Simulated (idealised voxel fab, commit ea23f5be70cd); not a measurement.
Presented below is a process module, voxel transistor to metal.
Section shown: cut. Width: 175 nm. Cell size: 5 nm, square.
A cross-section in this document is a grid of square cells, and it is written down as bands, the top band listed before the ones below it; a band is made up of one or more rows of cells.
Look at the band entry: it leads with the top's height and the bottom's height in nm. Then it lists the materials left to right, with a width in nm for each. The word "all across" on a single material says that material fills the band edge to edge. The word "blank" is empty space.
Height datum 0, below which the as-received substrate wafer is one material. Lowest band open at the bottom, running downward: "top 0, no bottom".
Width "30..40": first value at the band's top row of cells, second value at its bottom row, equal change from row to row.
No cell of the cross-section changed in a step that is given as "nothing altered".
The entry "Closed void catalog" lists the empty spaces that cover at least 8 cells and have no open path to the top. Each is written as width x height at distance, where the distance is measured from the left edge and all three values are in nm.
On each step's line, the part that comes after the settings is the simulator's own comment on the step.
On any step carrying a mask, the "overlay nm" setting, if present on the step's line, tells how far right of its planned place the mask lay; negative values point to the left.

Process steps (planned)
1) RECEIVE [material Si]
2) CONFORMAL_DEP [material SiO2] [thk nm 5]
3) CONFORMAL_DEP [material SiN] [thk nm 10]
4) DIRECTIONAL_DEP [material aC] [thk nm 10]
5) PATTERN [tone cover] [mask id ACTIVE] [material resist] [width nm 110] [thk nm 30] [overlay nm 0]
6) DIRECTIONAL_ETCH [etch materials aC] [depth nm 10]
7) STRIP [etch materials resist]
8) DIRECTIONAL_ETCH [etch materials SiN] [depth nm 10]
9) DIRECTIONAL_ETCH [etch materials SiO2] [depth nm 5]
10) DIRECTIONAL_ETCH [etch materials Si] [depth nm 35]
11) STRIP [etch materials aC]
12) OXIDIZE [depth nm 5]
13) FILL_DEP [material SiO2] [thk nm 5]
14) CMP [height nm 15]
15) SELECTIVE_ETCH [etch materials SiO2] [depth nm 5]
16) STRIP [etch materials SiN]
17) SELECTIVE_ETCH [etch materials SiO2] [depth nm 5]
18) OXIDIZE [depth nm 5]
19) DIRECTIONAL_DEP [material polySi] [thk nm 30]
20) DIRECTIONAL_DEP [material SiCN] [thk nm 15]
21) DIRECTIONAL_DEP [material aC] [thk nm 10]
22) PATTERN [tone cover] [mask id GATE] [material resist] [width nm 20] [thk nm 25] [overlay nm 0]
23) DIRECTIONAL_ETCH [etch materials aC] [depth nm 10]
24) STRIP [etch materials resist]
25) DIRECTIONAL_ETCH [etch materials SiCN] [depth nm 25]
26) DIRECTIONAL_ETCH [etch materials polySi] [depth nm 40]
27) STRIP [etch materials aC]
28) CONFORMAL_DEP [material SiO2] [thk nm 5]
29) DIRECTIONAL_ETCH [etch materials SiO2] [depth nm 5]
30) CONFORMAL_DEP [material SiN] [thk nm 10]
31) DIRECTIONAL_ETCH [etch materials SiN] [depth nm 10]
32) DIRECTIONAL_ETCH [etch materials SiO2] [depth nm 5]
33) DIRECTIONAL_ETCH [etch materials Si] [depth nm 15]
34) EPI [material SiGe] [thk nm 15]
35) FILL_DEP [material SiO2] [thk nm 10]
36) CMP [height nm 45]
37) DIRECTIONAL_DEP [material SiO2] [thk nm 10]
38) DIRECTIONAL_DEP [material aC] [thk nm 15]
39) PATTERN [tone open] [mask id CONTACT] [material resist] [width nm 30] [pitch nm 60] [thk nm 35] [overlay nm 0]
40) DIRECTIONAL_ETCH [etch materials aC] [depth nm 15]
41) STRIP [etch materials resist]
42) DIRECTIONAL_ETCH [etch materials SiO2] [depth nm 45]
43) STRIP [etch materials aC]
44) CONFORMAL_DEP [material TiN] [thk nm 5]
45) FILL_DEP [material W] [thk nm 5]
46) CMP [height nm 55]
47) DIRECTIONAL_DEP [material TiN] [thk nm 5]
48) DIRECTIONAL_DEP [material W] [thk nm 25]
49) PATTERN [tone cover] [mask id METAL_1] [material resist] [width nm 20] [pitch nm 70] [thk nm 15] [overlay nm 0]
50) DIRECTIONAL_ETCH [etch materials W] [depth nm 25]
51) DIRECTIONAL_ETCH [etch materials TiN] [depth nm 5]
52) STRIP [etch materials resist]
53) CONFORMAL_DEP [material SiN] [thk nm 5]
54) FILL_DEP [material lowk] [thk nm 5]
55) CMP [height nm 85]
56) CONFORMAL_DEP [material SiCN] [thk nm 5]
57) DIRECTIONAL_DEP [material lowk] [thk nm 35]
58) MASKED_ETCH [tone open] [mask id METAL_2] [width nm 20] [pitch nm 70] [etch materials lowk] [depth nm 20] [overlay nm 0]
59) DIRECTIONAL_DEP [material aC] [thk nm 15]
60) PATTERN [tone open] [mask id METAL_2_HOLES] [material resist] [width nm 15] [pitch nm 70] [thk nm 35] [overlay nm 0]
61) DIRECTIONAL_ETCH [etch materials aC] [depth nm 15]
62) STRIP [etch materials resist]
63) DIRECTIONAL_ETCH [etch materials lowk] [depth nm 15]
64) DIRECTIONAL_ETCH [etch materials SiCN] [depth nm 5]
65) STRIP [etch materials aC]
66) CONFORMAL_DEP [material TiN] [thk nm 5]
67) FILL_DEP [material Ru] [thk nm 5]
68) CMP [height nm 125]
69) CONFORMAL_DEP [material SiN] [thk nm 5]

First wafer out of two, processed as planned

Step 1 complete: cross-section of the wafer as received
* top 0, no bottom | Si all across
* Closed void catalog: none

Step 2 done - wafer cross-section
* top 5, bottom 0 | SiO2 all across
* Everything below 0 is unchanged.

Step 3 done - wafer cross-section
* top 15, bottom 5 | SiN all across
* Everything below 5 is unchanged.

Step 4 done - wafer cross-section
* top 25, bottom 15 | aC all across
* Everything below 15 is unchanged.

Step 5 done - wafer cross-section
* top 55, bottom 25 | blank=30  resist=110  blank=35
* Everything below 25 is unchanged.

Step 6 done - wafer cross-section
* top 45, bottom 25 | blank=30  resist=110  blank=35
* top 25, bottom 15 | blank=30  aC=110  blank=35
* Everything below 15 is unchanged.

Step 7 done - wafer cross-section
* top 25, bottom 15 | blank=30  aC=110  blank=35
* Everything below 15 is unchanged.

Step 8 done - wafer cross-section
* top 25, bottom 15 | blank=30  aC=110  blank=35
* top 15, bottom 5 | blank=30  SiN=110  blank=35
* Everything below 5 is unchanged.

Step 9 done - wafer cross-section
* top 25, bottom 15 | blank=30  aC=110  blank=35
* top 15, bottom 5 | blank=30  SiN=110  blank=35
* top 5, bottom 0 | blank=30  SiO2=110  blank=35
* Everything below 0 is unchanged.

Step 10 done - wafer cross-section
* top 25, bottom 15 | blank=30  aC=110  blank=35
* top 15, bottom 5 | blank=30  SiN=110  blank=35
* top 5, bottom 0 | blank=30  SiO2=110  blank=35
* top 0, bottom -35 | blank=30  Si=110  blank=35
* Everything below -35 is unchanged.

Step 11 done - wafer cross-section
* top 15, bottom 5 | blank=30  SiN=110  blank=35
* Everything below 5 is unchanged.

Step 12 done - wafer cross-section
* top 15, bottom 5 | blank=30  SiN=110  blank=35
* top 5, bottom 0 | blank=30  SiO2=110  blank=35
* top 0, bottom -35 | blank=30  SiO2=5  Si=100  SiO2=5  blank=35
* top -35, bottom -40 | SiO2=35  Si=100  SiO2=40
* Everything below -40 is unchanged.

Step 13 done - wafer cross-section
* top 20, bottom 15 | SiO2 all across
* top 15, bottom 5 | SiO2=30  SiN=110  SiO2=35
* top 5, bottom 0 | SiO2 all across
* top 0, bottom -40 | SiO2=35  Si=100  SiO2=40
* Everything below -40 is unchanged.

Step 14 done - wafer cross-section
* top 15, bottom 5 | SiO2=30  SiN=110  SiO2=35
* Everything below 5 is unchanged.

Step 15 done - wafer cross-section
* top 15, bottom 10 | blank=30  SiN=110  blank=35
* Everything below 10 is unchanged.

Step 16 done - wafer cross-section
* top 10, bottom 5 | SiO2=30  blank=110  SiO2=35
* Everything below 5 is unchanged.

Step 17 done - wafer cross-section
* top 5, bottom 0 | SiO2=25  blank=120  SiO2=30
* Everything below 0 is unchanged.

Step 18 done - wafer cross-section
* top 5, bottom 0 | SiO2=25  blank=120  SiO2=30
* top 0, bottom -5 | SiO2 all across
* Everything below -5 is unchanged.

Step 19 done - wafer cross-section
* top 35, bottom 30 | polySi=25  blank=120  polySi=30
* top 30, bottom 5 | polySi all across
* top 5, bottom 0 | SiO2=25  polySi=120  SiO2=30
* Everything below 0 is unchanged.

Step 20 done - wafer cross-section
* top 50, bottom 45 | SiCN=25  blank=120  SiCN=30
* top 45, bottom 35 | SiCN all across
* top 35, bottom 30 | polySi=25  SiCN=120  polySi=30
* Everything below 30 is unchanged.

Step 21 done - wafer cross-section
* top 60, bottom 55 | aC=25  blank=120  aC=30
* top 55, bottom 50 | aC all across
* top 50, bottom 45 | SiCN=25  aC=120  SiCN=30
* Everything below 45 is unchanged.

Step 22 done - wafer cross-section
* top 85, bottom 60 | blank=75  resist=20  blank=80
* top 60, bottom 55 | aC=25  blank=50  resist=20  blank=50  aC=30
* Everything below 55 is unchanged.

Step 23 done - wafer cross-section
* top 75, bottom 55 | blank=75  resist=20  blank=80
* top 55, bottom 50 | blank=75  aC=20  blank=80
* top 50, bottom 45 | SiCN=25  blank=50  aC=20  blank=50  SiCN=30
* Everything below 45 is unchanged.

Step 24 done - wafer cross-section
* top 55, bottom 50 | blank=75  aC=20  blank=80
* Everything below 50 is unchanged.

Step 25 done - wafer cross-section
* top 55, bottom 45 | blank=75  aC=20  blank=80
* top 45, bottom 35 | blank=75  SiCN=20  blank=80
* top 35, bottom 30 | polySi=25  blank=50  SiCN=20  blank=50  polySi=30
* Everything below 30 is unchanged.

Step 26 done - wafer cross-section
* top 55, bottom 45 | blank=75  aC=20  blank=80
* top 45, bottom 30 | blank=75  SiCN=20  blank=80
* top 30, bottom 5 | blank=75  polySi=20  blank=80
* top 5, bottom 0 | SiO2=25  blank=50  polySi=20  blank=50  SiO2=30
* Everything below 0 is unchanged.

Step 27 done - wafer cross-section
* top 45, bottom 30 | blank=75  SiCN=20  blank=80
* Everything below 30 is unchanged.

Step 28 done - wafer cross-section
* top 50, bottom 45 | blank=70  SiO2=30  blank=75
* top 45, bottom 30 | blank=70  SiO2=5  SiCN=20  SiO2=5  blank=75
* top 30, bottom 10 | blank=70  SiO2=5  polySi=20  SiO2=5  blank=75
* top 10, bottom 5 | SiO2=30  blank=40  SiO2=5  polySi=20  SiO2=5  blank=40  SiO2=35
* top 5, bottom 0 | SiO2=75  polySi=20  SiO2=80
* Everything below 0 is unchanged.

Step 29 done - wafer cross-section
* top 45, bottom 30 | blank=70  SiO2=5  SiCN=20  SiO2=5  blank=75
* top 30, bottom 5 | blank=70  SiO2=5  polySi=20  SiO2=5  blank=75
* top 5, bottom 0 | SiO2=30  blank=40  SiO2=5  polySi=20  SiO2=5  blank=40  SiO2=35
* Everything below 0 is unchanged.

Step 30 done - wafer cross-section
* top 55, bottom 45 | blank=60  SiN=50  blank=65
* top 45, bottom 30 | blank=60  SiN=10  SiO2=5  SiCN=20  SiO2=5  SiN=10  blank=65
* top 30, bottom 15 | blank=60  SiN=10  SiO2=5  polySi=20  SiO2=5  SiN=10  blank=65
* top 15, bottom 10 | SiN=40  blank=20  SiN=10  SiO2=5  polySi=20  SiO2=5  SiN=10  blank=20  SiN=45
* top 10, bottom 5 | SiN=70  SiO2=5  polySi=20  SiO2=5  SiN=75
* top 5, bottom 0 | SiO2=30  SiN=40  SiO2=5  polySi=20  SiO2=5  SiN=40  SiO2=35
* Everything below 0 is unchanged.

Step 31 done - wafer cross-section
* top 45, bottom 30 | blank=60  SiN=10  SiO2=5  SiCN=20  SiO2=5  SiN=10  blank=65
* top 30, bottom 5 | blank=60  SiN=10  SiO2=5  polySi=20  SiO2=5  SiN=10  blank=65
* top 5, bottom 0 | SiO2=30  SiN=10  blank=20  SiN=10  SiO2=5  polySi=20  SiO2=5  SiN=10  blank=20  SiN=10  SiO2=35
* Everything below 0 is unchanged.

Step 32 done - wafer cross-section
* top 45, bottom 40 | blank=60  SiN=10  blank=5  SiCN=20  blank=5  SiN=10  blank=65
* top 40, bottom 30 | blank=60  SiN=10  SiO2=5  SiCN=20  SiO2=5  SiN=10  blank=65
* top 30, bottom 5 | blank=60  SiN=10  SiO2=5  polySi=20  SiO2=5  SiN=10  blank=65
* top 5, bottom 0 | blank=30  SiN=10  blank=20  SiN=10  SiO2=5  polySi=20  SiO2=5  SiN=10  blank=20  SiN=10  blank=35
* top 0, bottom -5 | SiO2=40  blank=20  SiO2=50  blank=20  SiO2=45
* Everything below -5 is unchanged.

Step 33 done - wafer cross-section
* top 45, bottom 40 | blank=60  SiN=10  blank=5  SiCN=20  blank=5  SiN=10  blank=65
* top 40, bottom 30 | blank=60  SiN=10  SiO2=5  SiCN=20  SiO2=5  SiN=10  blank=65
* top 30, bottom 5 | blank=60  SiN=10  SiO2=5  polySi=20  SiO2=5  SiN=10  blank=65
* top 5, bottom 0 | blank=30  SiN=10  blank=20  SiN=10  SiO2=5  polySi=20  SiO2=5  SiN=10  blank=20  SiN=10  blank=35
* top 0, bottom -5 | SiO2=40  blank=20  SiO2=50  blank=20  SiO2=45
* top -5, bottom -20 | SiO2=35  Si=5  blank=20  Si=50  blank=20  Si=5  SiO2=40
* Everything below -20 is unchanged.

Step 34 done - wafer cross-section
* top 45, bottom 40 | blank=60  SiN=10  blank=5  SiCN=20  blank=5  SiN=10  blank=65
* top 40, bottom 30 | blank=60  SiN=10  SiO2=5  SiCN=20  SiO2=5  SiN=10  blank=65
* top 30, bottom 10 | blank=60  SiN=10  SiO2=5  polySi=20  SiO2=5  SiN=10  blank=65
* top 10, bottom 5 | blank=35  SiGe=25  SiN=10  SiO2=5  polySi=20  SiO2=5  SiN=10  SiGe=25  blank=40
* top 5, bottom 0 | blank=30  SiN=10  SiGe=20  SiN=10  SiO2=5  polySi=20  SiO2=5  SiN=10  SiGe=20  SiN=10  blank=35
* top 0, bottom -5 | SiO2=40  SiGe=20  SiO2=50  SiGe=20  SiO2=45
* top -5, bottom -20 | SiO2=35  Si=5  SiGe=20  Si=50  SiGe=20  Si=5  SiO2=40
* Everything below -20 is unchanged.

Step 35 done - wafer cross-section
* top 55, bottom 45 | SiO2 all across
* top 45, bottom 30 | SiO2=60  SiN=10  SiO2=5  SiCN=20  SiO2=5  SiN=10  SiO2=65
* top 30, bottom 10 | SiO2=60  SiN=10  SiO2=5  polySi=20  SiO2=5  SiN=10  SiO2=65
* top 10, bottom 5 | SiO2=35  SiGe=25  SiN=10  SiO2=5  polySi=20  SiO2=5  SiN=10  SiGe=25  SiO2=40
* top 5, bottom 0 | SiO2=30  SiN=10  SiGe=20  SiN=10  SiO2=5  polySi=20  SiO2=5  SiN=10  SiGe=20  SiN=10  SiO2=35
* Everything below 0 is unchanged.

Step 36 done - wafer cross-section
* top 45, bottom 30 | SiO2=60  SiN=10  SiO2=5  SiCN=20  SiO2=5  SiN=10  SiO2=65
* Everything below 30 is unchanged.

Step 37 done - wafer cross-section
* top 55, bottom 45 | SiO2 all across
* Everything below 45 is unchanged.

Step 38 done - wafer cross-section
* top 70, bottom 55 | aC all across
* Everything below 55 is unchanged.

Step 39 done - wafer cross-section
* top 105, bottom 70 | resist=40  blank=30  resist=30  blank=30  resist=45
* Everything below 70 is unchanged.

Step 40 done - wafer cross-section
* top 90, bottom 70 | resist=40  blank=30  resist=30  blank=30  resist=45
* top 70, bottom 55 | aC=40  blank=30  aC=30  blank=30  aC=45
* Everything below 55 is unchanged.

Step 41 done - wafer cross-section
* top 70, bottom 55 | aC=40  blank=30  aC=30  blank=30  aC=45
* Everything below 55 is unchanged.

Step 42 done - wafer cross-section
* top 70, bottom 55 | aC=40  blank=30  aC=30  blank=30  aC=45
* top 55, bottom 45 | SiO2=40  blank=30  SiO2=30  blank=30  SiO2=45
* top 45, bottom 30 | SiO2=40  blank=20  SiN=10  SiO2=5  SiCN=20  SiO2=5  SiN=10  blank=20  SiO2=45
* top 30, bottom 10 | SiO2=40  blank=20  SiN=10  SiO2=5  polySi=20  SiO2=5  SiN=10  blank=20  SiO2=45
* Everything below 10 is unchanged.

Step 43 done - wafer cross-section
* top 55, bottom 45 | SiO2=40  blank=30  SiO2=30  blank=30  SiO2=45
* Everything below 45 is unchanged.

Step 44 done - wafer cross-section
* top 60, bottom 55 | TiN=45  blank=20  TiN=40  blank=20  TiN=50
* top 55, bottom 45 | SiO2=40  TiN=5  blank=20..10  TiN=5..15  SiO2=30  TiN=5..15  blank=20..10  TiN=5  SiO2=45
* top 45, bottom 30 | SiO2=40  TiN=5  blank=10  TiN=5  SiN=10  SiO2=5  SiCN=20  SiO2=5  SiN=10  TiN=5  blank=10  TiN=5  SiO2=45
* top 30, bottom 15 | SiO2=40  TiN=5  blank=10  TiN=5  SiN=10  SiO2=5  polySi=20  SiO2=5  SiN=10  TiN=5  blank=10  TiN=5  SiO2=45
* top 15, bottom 10 | SiO2=40  TiN=20  SiN=10  SiO2=5  polySi=20  SiO2=5  SiN=10  TiN=20  SiO2=45
* Everything below 10 is unchanged.

Step 45 done - wafer cross-section
* top 65, bottom 60 | W all across
* top 60, bottom 55 | TiN=45  W=20  TiN=40  W=20  TiN=50
* top 55, bottom 45 | SiO2=40  TiN=5  W=20..10  TiN=5..15  SiO2=30  TiN=5..15  W=20..10  TiN=5  SiO2=45
* top 45, bottom 30 | SiO2=40  TiN=5  W=10  TiN=5  SiN=10  SiO2=5  SiCN=20  SiO2=5  SiN=10  TiN=5  W=10  TiN=5  SiO2=45
* top 30, bottom 15 | SiO2=40  TiN=5  W=10  TiN=5  SiN=10  SiO2=5  polySi=20  SiO2=5  SiN=10  TiN=5  W=10  TiN=5  SiO2=45
* Everything below 15 is unchanged.

Step 46 done - wafer cross-section
* top 55, bottom 45 | SiO2=40  TiN=5  W=20..10  TiN=5..15  SiO2=30  TiN=5..15  W=20..10  TiN=5  SiO2=45
* Everything below 45 is unchanged.

Step 47 done - wafer cross-section
* top 60, bottom 55 | TiN all across
* Everything below 55 is unchanged.

Step 48 done - wafer cross-section
* top 85, bottom 60 | W all across
* Everything below 60 is unchanged.

Step 49 done - wafer cross-section
* top 100, bottom 85 | blank=40  resist=20  blank=50  resist=20  blank=45
* Everything below 85 is unchanged.

Step 50 done - wafer cross-section
* top 100, bottom 85 | blank=40  resist=20  blank=50  resist=20  blank=45
* top 85, bottom 60 | blank=40  W=20  blank=50  W=20  blank=45
* Everything below 60 is unchanged.

Step 51 done - wafer cross-section
* top 100, bottom 85 | blank=40  resist=20  blank=50  resist=20  blank=45
* top 85, bottom 60 | blank=40  W=20  blank=50  W=20  blank=45
* top 60, bottom 55 | blank=40  TiN=20  blank=50  TiN=20  blank=45
* Everything below 55 is unchanged.

Step 52 done - wafer cross-section
* top 85, bottom 60 | blank=40  W=20  blank=50  W=20  blank=45
* Everything below 60 is unchanged.

Step 53 done - wafer cross-section
* top 90, bottom 85 | blank=35  SiN=30  blank=40  SiN=30  blank=40
* top 85, bottom 60 | blank=35  SiN=5  W=20  SiN=5  blank=40  SiN=5  W=20  SiN=5  blank=40
* top 60, bottom 55 | SiN=40  TiN=20  SiN=50  TiN=20  SiN=45
* Everything below 55 is unchanged.

Step 54 done - wafer cross-section
* top 95, bottom 90 | lowk all across
* top 90, bottom 85 | lowk=35  SiN=30  lowk=40  SiN=30  lowk=40
* top 85, bottom 60 | lowk=35  SiN=5  W=20  SiN=5  lowk=40  SiN=5  W=20  SiN=5  lowk=40
* Everything below 60 is unchanged.

Step 55 done - wafer cross-section
* top 85, bottom 60 | lowk=35  SiN=5  W=20  SiN=5  lowk=40  SiN=5  W=20  SiN=5  lowk=40
* Everything below 60 is unchanged.

Step 56 done - wafer cross-section
* top 90, bottom 85 | SiCN all across
* Everything below 85 is unchanged.

Step 57 done - wafer cross-section
* top 125, bottom 90 | lowk all across
* Everything below 90 is unchanged.

Step 58 done - wafer cross-section
* top 125, bottom 105 | lowk=40  blank=20  lowk=50  blank=20  lowk=45
* Everything below 105 is unchanged.

Step 59 done - wafer cross-section
* top 140, bottom 125 | aC=40  blank=20  aC=50  blank=20  aC=45
* top 125, bottom 120 | lowk=40  blank=20  lowk=50  blank=20  lowk=45
* top 120, bottom 105 | lowk=40  aC=20  lowk=50  aC=20  lowk=45
* Everything below 105 is unchanged.

Step 60 done - wafer cross-section
* top 175, bottom 140 | resist=40  blank=15  resist=55  blank=15  resist=50
* top 140, bottom 125 | aC=40  blank=15  resist=5  aC=50  blank=15  resist=5  aC=45
* top 125, bottom 120 | lowk=40  blank=15  resist=5  lowk=50  blank=15  resist=5  lowk=45
* Everything below 120 is unchanged.

Step 61 done - wafer cross-section
* top 160, bottom 140 | resist=40  blank=15  resist=55  blank=15  resist=50
* top 140, bottom 125 | aC=40  blank=15  resist=5  aC=50  blank=15  resist=5  aC=45
* top 125, bottom 120 | lowk=40  blank=15  resist=5  lowk=50  blank=15  resist=5  lowk=45
* top 120, bottom 105 | lowk=40  blank=15  aC=5  lowk=50  blank=15  aC=5  lowk=45
* Everything below 105 is unchanged.

Step 62 done - wafer cross-section
* top 140, bottom 125 | aC=40  blank=20  aC=50  blank=20  aC=45
* top 125, bottom 120 | lowk=40  blank=20  lowk=50  blank=20  lowk=45
* Everything below 120 is unchanged.

Step 63 done - wafer cross-section
* top 140, bottom 125 | aC=40  blank=20  aC=50  blank=20  aC=45
* top 125, bottom 120 | lowk=40  blank=20  lowk=50  blank=20  lowk=45
* top 120, bottom 105 | lowk=40  blank=15  aC=5  lowk=50  blank=15  aC=5  lowk=45
* top 105, bottom 90 | lowk=40  blank=15  lowk=55  blank=15  lowk=50
* Everything below 90 is unchanged.

Step 64 done - wafer cross-section
* top 140, bottom 125 | aC=40  blank=20  aC=50  blank=20  aC=45
* top 125, bottom 120 | lowk=40  blank=20  lowk=50  blank=20  lowk=45
* top 120, bottom 105 | lowk=40  blank=15  aC=5  lowk=50  blank=15  aC=5  lowk=45
* top 105, bottom 90 | lowk=40  blank=15  lowk=55  blank=15  lowk=50
* top 90, bottom 85 | SiCN=40  blank=15  SiCN=55  blank=15  SiCN=50
* Everything below 85 is unchanged.

Step 65 done - wafer cross-section
* top 125, bottom 105 | lowk=40  blank=20  lowk=50  blank=20  lowk=45
* Everything below 105 is unchanged.

Step 66 done - wafer cross-section
* top 130, bottom 125 | TiN=45  blank=10  TiN=60  blank=10  TiN=50
* top 125, bottom 110 | lowk=40  TiN=5  blank=10  TiN=5  lowk=50  TiN=5  blank=10  TiN=5  lowk=45
* top 110, bottom 105 | lowk=40  TiN=5  blank=5  TiN=10  lowk=50  TiN=5  blank=5  TiN=10  lowk=45
* top 105, bottom 90 | lowk=40  TiN=5  blank=5  TiN=5  lowk=55  TiN=5  blank=5  TiN=5  lowk=50
* top 90, bottom 85 | SiCN=40  TiN=15  SiCN=55  TiN=15  SiCN=50
* Everything below 85 is unchanged.

Step 67 done - wafer cross-section
* top 135, bottom 130 | Ru all across
* top 130, bottom 125 | TiN=45  Ru=10  TiN=60  Ru=10  TiN=50
* top 125, bottom 110 | lowk=40  TiN=5  Ru=10  TiN=5  lowk=50  TiN=5  Ru=10  TiN=5  lowk=45
* top 110, bottom 105 | lowk=40  TiN=5  Ru=5  TiN=10  lowk=50  TiN=5  Ru=5  TiN=10  lowk=45
* top 105, bottom 90 | lowk=40  TiN=5  Ru=5  TiN=5  lowk=55  TiN=5  Ru=5  TiN=5  lowk=50
* Everything below 90 is unchanged.

Step 68 done - wafer cross-section
* top 125, bottom 110 | lowk=40  TiN=5  Ru=10  TiN=5  lowk=50  TiN=5  Ru=10  TiN=5  lowk=45
* Everything below 110 is unchanged.

Step 69 done - wafer cross-section
* top 130, bottom 125 | SiN all across
* Everything below 125 is unchanged.

What follows concerns the second wafer, which started out like the first and was meant to follow the very same plan; one mistake crept in when it was run, but everything up to and including step 47 is the same as for the first wafer

The second wafer in cross-section, at the planned close of step 48
* top 75, bottom 60 | W all across
* Everything below 60 is unchanged.

The second wafer in cross-section, at the planned close of step 49
* top 90, bottom 75 | blank=40  resist=20  blank=50  resist=20  blank=45
* Everything below 75 is unchanged.

The second wafer in cross-section, at the planned close of step 50
* top 90, bottom 75 | blank=40  resist=20  blank=50  resist=20  blank=45
* top 75, bottom 60 | blank=40  W=20  blank=50  W=20  blank=45
* Everything below 60 is unchanged.

The second wafer in cross-section, at the planned close of step 51
* top 90, bottom 75 | blank=40  resist=20  blank=50  resist=20  blank=45
* top 75, bottom 60 | blank=40  W=20  blank=50  W=20  blank=45
* top 60, bottom 55 | blank=40  TiN=20  blank=50  TiN=20  blank=45
* Everything below 55 is unchanged.

The second wafer in cross-section, at the planned close of step 52
* top 75, bottom 60 | blank=40  W=20  blank=50  W=20  blank=45
* Everything below 60 is unchanged.

The second wafer in cross-section, at the planned close of step 53
* top 80, bottom 75 | blank=35  SiN=30  blank=40  SiN=30  blank=40
* top 75, bottom 60 | blank=35  SiN=5  W=20  SiN=5  blank=40  SiN=5  W=20  SiN=5  blank=40
* top 60, bottom 55 | SiN=40  TiN=20  SiN=50  TiN=20  SiN=45
* Everything below 55 is unchanged.

The second wafer in cross-section, at the planned close of step 54
* top 85, bottom 80 | lowk all across
* top 80, bottom 75 | lowk=35  SiN=30  lowk=40  SiN=30  lowk=40
* top 75, bottom 60 | lowk=35  SiN=5  W=20  SiN=5  lowk=40  SiN=5  W=20  SiN=5  lowk=40
* Everything below 60 is unchanged.

The second wafer in cross-section, at the planned close of step 55: nothing altered

The second wafer in cross-section, at the planned close of step 56
* top 90, bottom 85 | SiCN all across
* Everything below 85 is unchanged.

The second wafer in cross-section, at the planned close of step 57
* top 125, bottom 90 | lowk all across
* Everything below 90 is unchanged.

The second wafer in cross-section, at the planned close of step 58
* top 125, bottom 105 | lowk=40  blank=20  lowk=50  blank=20  lowk=45
* Everything below 105 is unchanged.

The second wafer in cross-section, at the planned close of step 59
* top 140, bottom 125 | aC=40  blank=20  aC=50  blank=20  aC=45
* top 125, bottom 120 | lowk=40  blank=20  lowk=50  blank=20  lowk=45
* top 120, bottom 105 | lowk=40  aC=20  lowk=50  aC=20  lowk=45
* Everything below 105 is unchanged.

The second wafer in cross-section, at the planned close of step 60
* top 175, bottom 140 | resist=40  blank=15  resist=55  blank=15  resist=50
* top 140, bottom 125 | aC=40  blank=15  resist=5  aC=50  blank=15  resist=5  aC=45
* top 125, bottom 120 | lowk=40  blank=15  resist=5  lowk=50  blank=15  resist=5  lowk=45
* Everything below 120 is unchanged.

The second wafer in cross-section, at the planned close of step 61
* top 160, bottom 140 | resist=40  blank=15  resist=55  blank=15  resist=50
* top 140, bottom 125 | aC=40  blank=15  resist=5  aC=50  blank=15  resist=5  aC=45
* top 125, bottom 120 | lowk=40  blank=15  resist=5  lowk=50  blank=15  resist=5  lowk=45
* top 120, bottom 105 | lowk=40  blank=15  aC=5  lowk=50  blank=15  aC=5  lowk=45
* Everything below 105 is unchanged.

The second wafer in cross-section, at the planned close of step 62
* top 140, bottom 125 | aC=40  blank=20  aC=50  blank=20  aC=45
* top 125, bottom 120 | lowk=40  blank=20  lowk=50  blank=20  lowk=45
* Everything below 120 is unchanged.

The second wafer in cross-section, at the planned close of step 63
* top 140, bottom 125 | aC=40  blank=20  aC=50  blank=20  aC=45
* top 125, bottom 120 | lowk=40  blank=20  lowk=50  blank=20  lowk=45
* top 120, bottom 105 | lowk=40  blank=15  aC=5  lowk=50  blank=15  aC=5  lowk=45
* top 105, bottom 90 | lowk=40  blank=15  lowk=55  blank=15  lowk=50
* Everything below 90 is unchanged.

The second wafer in cross-section, at the planned close of step 64
* top 140, bottom 125 | aC=40  blank=20  aC=50  blank=20  aC=45
* top 125, bottom 120 | lowk=40  blank=20  lowk=50  blank=20  lowk=45
* top 120, bottom 105 | lowk=40  blank=15  aC=5  lowk=50  blank=15  aC=5  lowk=45
* top 105, bottom 90 | lowk=40  blank=15  lowk=55  blank=15  lowk=50
* top 90, bottom 85 | SiCN=40  blank=15  SiCN=55  blank=15  SiCN=50
* Everything below 85 is unchanged.

The second wafer in cross-section, at the planned close of step 65
* top 125, bottom 105 | lowk=40  blank=20  lowk=50  blank=20  lowk=45
* Everything below 105 is unchanged.

The second wafer in cross-section, at the planned close of step 66
* top 130, bottom 125 | TiN=45  blank=10  TiN=60  blank=10  TiN=50
* top 125, bottom 110 | lowk=40  TiN=5  blank=10  TiN=5  lowk=50  TiN=5  blank=10  TiN=5  lowk=45
* top 110, bottom 105 | lowk=40  TiN=5  blank=5  TiN=10  lowk=50  TiN=5  blank=5  TiN=10  lowk=45
* top 105, bottom 90 | lowk=40  TiN=5  blank=5  TiN=5  lowk=55  TiN=5  blank=5  TiN=5  lowk=50
* top 90, bottom 85 | SiCN=40  TiN=15  SiCN=55  TiN=15  SiCN=50
* Everything below 85 is unchanged.

The second wafer in cross-section, at the planned close of step 67
* top 135, bottom 130 | Ru all across
* top 130, bottom 125 | TiN=45  Ru=10  TiN=60  Ru=10  TiN=50
* top 125, bottom 110 | lowk=40  TiN=5  Ru=10  TiN=5  lowk=50  TiN=5  Ru=10  TiN=5  lowk=45
* top 110, bottom 105 | lowk=40  TiN=5  Ru=5  TiN=10  lowk=50  TiN=5  Ru=5  TiN=10  lowk=45
* top 105, bottom 90 | lowk=40  TiN=5  Ru=5  TiN=5  lowk=55  TiN=5  Ru=5  TiN=5  lowk=50
* Everything below 90 is unchanged.

The second wafer in cross-section, at the planned close of step 68
* top 125, bottom 110 | lowk=40  TiN=5  Ru=10  TiN=5  lowk=50  TiN=5  Ru=10  TiN=5  lowk=45
* Everything below 110 is unchanged.

The second wafer in cross-section, at the planned close of step 69
* top 130, bottom 125 | SiN all across
* Everything below 125 is unchanged.
The mistake made against the process plan was this: step 48 ran as: DIRECTIONAL_DEP [material W] [thk nm 15]
Final cells, second wafer relative to first, materials higher or lower: SiN +4 | W -16 | lowk +12
